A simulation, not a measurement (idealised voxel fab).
process module | voxel capacitor over wiring
cross-section cut | 295 nm wide | cells 5 nm
A cross-section is a grid of square cells, given in bands from the top down. A band is one or more rows of cells.
Each band's line starts with the height of the band's top and of its bottom, in nm. Then come its materials from left to right, each with its width in nm. One material with "throughout" fills the band from edge to edge. "air" is empty space.
Height 0 is the level under which the wafer as received is all one material. The lowest band goes on downwards, as in "0 down".
A width such as "30 to 40" changes by the same amount from each row of cells to the next, from the band's top row to its bottom row.
"no change" after a step means that no cell of the cross-section changed.
closed voids: empty space of 8 cells or more with no open way to the top, each as width x height at its distance from the left edge, in nm
after a step's settings: what the simulator itself notes on the step
overlay nm, on a step with a mask: how far to the right of its planned place the mask lay; to the left if negative
plan
1 op RECEIVE | material Si
2 op CONFORMAL_DEP | material SiO2 | thk nm 10
3 op CONFORMAL_DEP | material SiN | thk nm 5
4 op DIRECTIONAL_DEP | material lowk | thk nm 25
5 op MASKED_ETCH | tone open | mask id METAL_1 | width nm 20 | pitch nm 85 | etch materials lowk | depth nm 25 | overlay nm 0
6 op MASKED_ETCH | tone open | mask id METAL_1 | width nm 20 | pitch nm 85 | etch materials SiN | depth nm 5 | overlay nm 0
7 op CONFORMAL_DEP | material TiN | thk nm 5
8 op FILL_DEP | material Cu | thk nm 5
9 op CMP | height nm 40
10 op CONFORMAL_DEP | material SiCN | thk nm 5
11 op DIRECTIONAL_DEP | material lowk | thk nm 10
12 op MASKED_ETCH | tone open | mask id PLUG_1 | width nm 15 | etch materials lowk | depth nm 10 | overlay nm 0
13 op MASKED_ETCH | tone open | mask id PLUG_1 | width nm 15 | etch materials SiCN | depth nm 5 | overlay nm 0
14 op EPI | material Ru | thk nm 10
15 op EPI | material Ru | thk nm 5
16 op DIRECTIONAL_DEP | material TiN | thk nm 10
17 op DIRECTIONAL_DEP | material SiN | thk nm 5
18 op DIRECTIONAL_DEP | material TiN | thk nm 5
19 op DIRECTIONAL_DEP | material aC | thk nm 15
20 op PATTERN | tone cover | mask id UPPER_PLATE | material resist | width nm 70 | thk nm 30 | overlay nm 0
21 op DIRECTIONAL_ETCH | etch materials aC | depth nm 15
22 op STRIP | etch materials resist
23 op DIRECTIONAL_ETCH | etch materials TiN | depth nm 5
24 op DIRECTIONAL_ETCH | etch materials SiN | depth nm 5
25 op STRIP | etch materials aC
26 op DIRECTIONAL_DEP | material aC | thk nm 15
27 op PATTERN | tone cover | mask id LOWER_PLATE | material resist | width nm 80 | thk nm 30 | overlay nm 0
28 op DIRECTIONAL_ETCH | etch materials aC | depth nm 15
29 op STRIP | etch materials resist
30 op DIRECTIONAL_ETCH | etch materials TiN | depth nm 10
31 op STRIP | etch materials aC
32 op FILL_DEP | material SiO2 | thk nm 15
33 op CMP | height nm 85
34 op PATTERN | tone open | mask id PLUG_2 | material resist | width nm 15 | thk nm 15 | overlay nm 0
35 op DIRECTIONAL_ETCH | etch materials SiO2 | depth nm 10
36 op STRIP | etch materials resist
37 op CONFORMAL_DEP | material TiN | thk nm 5
38 op FILL_DEP | material W | thk nm 5
39 op CMP | height nm 85
40 op CONFORMAL_DEP | material SiCN | thk nm 5
first wafer, as planned
as received, after step 1
  0 down: Si throughout
  closed voids: none
after step 2
  10 to 0: SiO2 throughout
  below 0: unchanged
after step 3
  15 to 10: SiN throughout
  below 10: unchanged
after step 4
  40 to 15: lowk throughout
  below 15: unchanged
after step 5
  40 to 15: lowk 95 | air 20 | lowk 65 | air 20 | lowk 95
  below 15: unchanged
after step 6
  40 to 15: lowk 95 | air 20 | lowk 65 | air 20 | lowk 95
  15 to 10: SiN 95 | air 20 | SiN 65 | air 20 | SiN 95
  below 10: unchanged
after step 7
  45 to 40: TiN 100 | air 10 | TiN 75 | air 10 | TiN 100
  40 to 15: lowk 95 | TiN 5 | air 10 | TiN 5 | lowk 65 | TiN 5 | air 10 | TiN 5 | lowk 95
  15 to 10: SiN 95 | TiN 20 | SiN 65 | TiN 20 | SiN 95
  below 10: unchanged
after step 8
  50 to 45: Cu throughout
  45 to 40: TiN 100 | Cu 10 | TiN 75 | Cu 10 | TiN 100
  40 to 15: lowk 95 | TiN 5 | Cu 10 | TiN 5 | lowk 65 | TiN 5 | Cu 10 | TiN 5 | lowk 95
  below 15: unchanged
after step 9
  40 to 15: lowk 95 | TiN 5 | Cu 10 | TiN 5 | lowk 65 | TiN 5 | Cu 10 | TiN 5 | lowk 95
  below 15: unchanged
after step 10
  45 to 40: SiCN throughout
  below 40: unchanged
after step 11
  55 to 45: lowk throughout
  below 45: unchanged
after step 12
  55 to 45: lowk 100 | air 15 | lowk 180
  below 45: unchanged
after step 13
  55 to 45: lowk 100 | air 15 | lowk 180
  45 to 40: SiCN 100 | air 15 | SiCN 180
  below 40: unchanged
after step 14
  55 to 50: lowk 100 | air 15 | lowk 180
  50 to 45: lowk 100 | Ru 15 | lowk 180
  45 to 40: SiCN 100 | Ru 15 | SiCN 180
  below 40: unchanged
after step 15
  55 to 45: lowk 100 | Ru 15 | lowk 180
  below 45: unchanged
after step 16
  65 to 55: TiN throughout
  below 55: unchanged
after step 17
  70 to 65: SiN throughout
  below 65: unchanged
after step 18
  75 to 70: TiN throughout
  below 70: unchanged
after step 19
  90 to 75: aC throughout
  below 75: unchanged
after step 20
  120 to 90: air 100 | resist 70 | air 125
  below 90: unchanged
after step 21
  105 to 90: air 100 | resist 70 | air 125
  90 to 75: air 100 | aC 70 | air 125
  below 75: unchanged
after step 22
  90 to 75: air 100 | aC 70 | air 125
  below 75: unchanged
after step 23
  90 to 75: air 100 | aC 70 | air 125
  75 to 70: air 100 | TiN 70 | air 125
  below 70: unchanged
after step 24
  90 to 75: air 100 | aC 70 | air 125
  75 to 70: air 100 | TiN 70 | air 125
  70 to 65: air 100 | SiN 70 | air 125
  below 65: unchanged
after step 25
  75 to 70: air 100 | TiN 70 | air 125
  below 70: unchanged
after step 26
  90 to 80: air 100 | aC 70 | air 125
  80 to 75: aC throughout
  75 to 70: aC 100 | TiN 70 | aC 125
  70 to 65: aC 100 | SiN 70 | aC 125
  below 65: unchanged
after step 27
  120 to 90: air 95 | resist 80 | air 120
  90 to 80: air 95 | resist 5 | aC 70 | resist 5 | air 120
  below 80: unchanged
after step 28
  105 to 90: air 95 | resist 80 | air 120
  90 to 80: air 95 | resist 5 | aC 70 | resist 5 | air 120
  80 to 75: air 95 | aC 80 | air 120
  75 to 70: air 95 | aC 5 | TiN 70 | aC 5 | air 120
  70 to 65: air 95 | aC 5 | SiN 70 | aC 5 | air 120
  below 65: unchanged
after step 29
  90 to 80: air 100 | aC 70 | air 125
  below 80: unchanged
after step 30
  90 to 80: air 100 | aC 70 | air 125
  80 to 75: air 95 | aC 80 | air 120
  75 to 70: air 95 | aC 5 | TiN 70 | aC 5 | air 120
  70 to 65: air 95 | aC 5 | SiN 70 | aC 5 | air 120
  65 to 55: air 95 | TiN 80 | air 120
  below 55: unchanged
after step 31
  75 to 70: air 100 | TiN 70 | air 125
  70 to 65: air 100 | SiN 70 | air 125
  below 65: unchanged
after step 32
  90 to 75: SiO2 throughout
  75 to 70: SiO2 100 | TiN 70 | SiO2 125
  70 to 65: SiO2 100 | SiN 70 | SiO2 125
  65 to 55: SiO2 95 | TiN 80 | SiO2 120
  below 55: unchanged
after step 33
  85 to 75: SiO2 throughout
  below 75: unchanged
after step 34
  100 to 85: resist 110 | air 15 | resist 170
  below 85: unchanged
after step 35
  100 to 85: resist 110 | air 15 | resist 170
  85 to 75: SiO2 110 | air 15 | SiO2 170
  below 75: unchanged
after step 36
  85 to 75: SiO2 110 | air 15 | SiO2 170
  below 75: unchanged
after step 37
  90 to 85: TiN 115 | air 5 | TiN 175
  85 to 80: SiO2 110 | TiN 5 | air 5 | TiN 5 | SiO2 170
  80 to 70: SiO2 110 to 100 | TiN 15 to 70 | SiO2 170 to 125
  below 70: unchanged
after step 38
  95 to 90: W throughout
  90 to 85: TiN 115 | W 5 | TiN 175
  85 to 80: SiO2 110 | TiN 5 | W 5 | TiN 5 | SiO2 170
  below 80: unchanged
after step 39
  85 to 80: SiO2 110 | TiN 5 | W 5 | TiN 5 | SiO2 170
  below 80: unchanged
after step 40
  90 to 85: SiCN throughout
  below 85: unchanged
second wafer: like start, like plan, one mistake. Through step 19 it matches the first wafer
when step 20 should have ended
  120 to 90: air 100 | resist 75 | air 120
  below 90: unchanged
when step 21 should have ended
  105 to 90: air 100 | resist 75 | air 120
  90 to 75: air 100 | aC 75 | air 120
  below 75: unchanged
when step 22 should have ended
  90 to 75: air 100 | aC 75 | air 120
  below 75: unchanged
when step 23 should have ended
  90 to 75: air 100 | aC 75 | air 120
  75 to 70: air 100 | TiN 75 | air 120
  below 70: unchanged
when step 24 should have ended
  90 to 75: air 100 | aC 75 | air 120
  75 to 70: air 100 | TiN 75 | air 120
  70 to 65: air 100 | SiN 75 | air 120
  below 65: unchanged
when step 25 should have ended
  75 to 70: air 100 | TiN 75 | air 120
  below 70: unchanged
when step 26 should have ended
  90 to 80: air 100 | aC 75 | air 120
  80 to 75: aC throughout
  75 to 70: aC 100 | TiN 75 | aC 120
  70 to 65: aC 100 | SiN 75 | aC 120
  below 65: unchanged
when step 27 should have ended
  120 to 90: air 95 | resist 80 | air 120
  90 to 80: air 95 | resist 5 | aC 75 | air 120
  below 80: unchanged
when step 28 should have ended
  105 to 90: air 95 | resist 80 | air 120
  90 to 80: air 95 | resist 5 | aC 75 | air 120
  80 to 75: air 95 | aC 80 | air 120
  75 to 70: air 95 | aC 5 | TiN 75 | air 120
  70 to 65: air 95 | aC 5 | SiN 75 | air 120
  below 65: unchanged
when step 29 should have ended
  90 to 80: air 100 | aC 75 | air 120
  below 80: unchanged
when step 30 should have ended
  90 to 80: air 100 | aC 75 | air 120
  80 to 75: air 95 | aC 80 | air 120
  75 to 70: air 95 | aC 5 | TiN 75 | air 120
  70 to 65: air 95 | aC 5 | SiN 75 | air 120
  65 to 55: air 95 | TiN 80 | air 120
  below 55: unchanged
when step 31 should have ended
  75 to 70: air 100 | TiN 75 | air 120
  70 to 65: air 100 | SiN 75 | air 120
  below 65: unchanged
when step 32 should have ended
  90 to 75: SiO2 throughout
  75 to 70: SiO2 100 | TiN 75 | SiO2 120
  70 to 65: SiO2 100 | SiN 75 | SiO2 120
  65 to 55: SiO2 95 | TiN 80 | SiO2 120
  below 55: unchanged
when step 33 should have ended
  85 to 75: SiO2 throughout
  below 75: unchanged
when step 34 should have ended
  100 to 85: resist 110 | air 15 | resist 170
  below 85: unchanged
when step 35 should have ended
  100 to 85: resist 110 | air 15 | resist 170
  85 to 75: SiO2 110 | air 15 | SiO2 170
  below 75: unchanged
when step 36 should have ended
  85 to 75: SiO2 110 | air 15 | SiO2 170
  below 75: unchanged
when step 37 should have ended
  90 to 85: TiN 115 | air 5 | TiN 175
  85 to 80: SiO2 110 | TiN 5 | air 5 | TiN 5 | SiO2 170
  80 to 70: SiO2 110 to 100 | TiN 15 to 75 | SiO2 170 to 120
  below 70: unchanged
when step 38 should have ended
  95 to 90: W throughout
  90 to 85: TiN 115 | W 5 | TiN 175
  85 to 80: SiO2 110 | TiN 5 | W 5 | TiN 5 | SiO2 170
  below 80: unchanged
when step 39 should have ended
  85 to 80: SiO2 110 | TiN 5 | W 5 | TiN 5 | SiO2 170
  below 80: unchanged
when step 40 should have ended
  90 to 85: SiCN throughout
  below 85: unchanged
what went wrong: step 20 ran as: op PATTERN | tone cover | mask id UPPER_PLATE | material resist | width nm 75 | thk nm 30 | overlay nm 0
at the end the second wafer has, in cells: 1 more of SiN | 2 fewer of SiO2 | 1 more of TiN
